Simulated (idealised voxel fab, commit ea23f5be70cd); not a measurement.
Module name: voxel self aligned vias (process module)
Each square cell in cross-section cut measures 5 nm, and the section as a whole is 280 nm wide.
How to read a cross-section here: the picture is a grid of square cells, written as bands going from the top down, and any band can span one or more rows of cells. It is stipulated that each band's entry specify, in nanometres, the height of the top of the band and then that of its bottom, followed by the materials of the band in left-to-right sequence, each together with its width in nanometres. A single material marked by the word "edge to edge" is understood to fill the band from edge to edge; the word "air" is understood to denote empty space. Where do heights start? At 0: under that level the wafer as delivered is made of one material only. And the lowest band has no floor; it just carries on downward, as in "0..down". Width "30 to 40": first value at the band's top row of cells, second value at its bottom row, equal change from row to row. Where a step carries "remained unchanged", the cross-section came out of it unchanged, cell for cell. Entry "Enclosed void list". Content: empty spaces with no open connection to the top, size 8 cells or greater. Each: width x height at distance. Distance: from left edge. Unit: nm. If you see something after the settings on a step's line, that's the simulator's own remark about that step. If you see "overlay nm" on a step's line and that step has a mask, it's telling you how far right of where it was planned the mask ended up; a negative number means it went left instead.

-- Planned process steps
- 1: RECEIVE | material Si
- 2: CONFORMAL_DEP | material SiO2 | thk nm 10
- 3: CONFORMAL_DEP | material SiCN | thk nm 5
- 4: DIRECTIONAL_DEP | material lowk | thk nm 25
- 5: DIRECTIONAL_DEP | material aC | thk nm 15
- 6: PATTERN | tone open | mask id LINES | material resist | width nm 20 | pitch nm 75 | thk nm 30 | overlay nm 0
- 7: DIRECTIONAL_ETCH | etch materials aC | depth nm 15
- 8: STRIP | etch materials resist
- 9: DIRECTIONAL_ETCH | etch materials lowk | depth nm 25
- 10: STRIP | etch materials aC
- 11: CONFORMAL_DEP | material TiN | thk nm 5
- 12: FILL_DEP | material W | thk nm 5
- 13: CMP | height nm 40
- 14: SELECTIVE_ETCH | etch materials W Ru TiN | depth nm 5
- 15: FILL_DEP | material SiN | thk nm 10
- 16: CMP | height nm 40
- 17: DIRECTIONAL_DEP | material lowk | thk nm 15
- 18: DIRECTIONAL_DEP | material aC | thk nm 15
- 19: PATTERN | tone open | mask id VIAS | material resist | width nm 50 | thk nm 30 | overlay nm 0
- 20: DIRECTIONAL_ETCH | etch materials aC | depth nm 15
- 21: STRIP | etch materials resist
- 22: DIRECTIONAL_ETCH | etch materials lowk | depth nm 15
- 23: DIRECTIONAL_ETCH | etch materials SiN | depth nm 5
- 24: STRIP | etch materials aC
- 25: CONFORMAL_DEP | material TiN | thk nm 5
- 26: FILL_DEP | material Ru | thk nm 5
- 27: CMP | height nm 55
- 28: CONFORMAL_DEP | material SiCN | thk nm 5
The value of width nm given for step 6 in the plan refers to the first wafer; the wafers vary in this setting and are alike at the start.

-- First of several wafers (as received, post step 1), cross-sectional view
> 0..down: Si edge to edge
> Enclosed void list: none

-- Basically each wafer gets a line in the table, showing it at the end of the module: material by material, the cells it gained (+) or lost (-) since we got it, then its closed voids
width nm 20 | +18 Ru | +112 SiCN | +4 SiN | +112 SiO2 | +36 TiN | +12 W | +378 lowk | Enclosed void list: none
width nm 25 | +19 Ru | +112 SiCN | +5 SiN | +112 SiO2 | +38 TiN | +18 W | +368 lowk | Enclosed void list: none
width nm 30 | +20 Ru | +112 SiCN | +6 SiN | +112 SiO2 | +40 TiN | +24 W | +358 lowk | Enclosed void list: none
width nm 35 | +21 Ru | +112 SiCN | +7 SiN | +112 SiO2 | +42 TiN | +30 W | +348 lowk | Enclosed void list: none
width nm 40 | +22 Ru | +112 SiCN | +8 SiN | +112 SiO2 | +44 TiN | +36 W | +338 lowk | Enclosed void list: none
width nm 45 | +23 Ru | +112 SiCN | +9 SiN | +112 SiO2 | +46 TiN | +42 W | +328 lowk | Enclosed void list: none
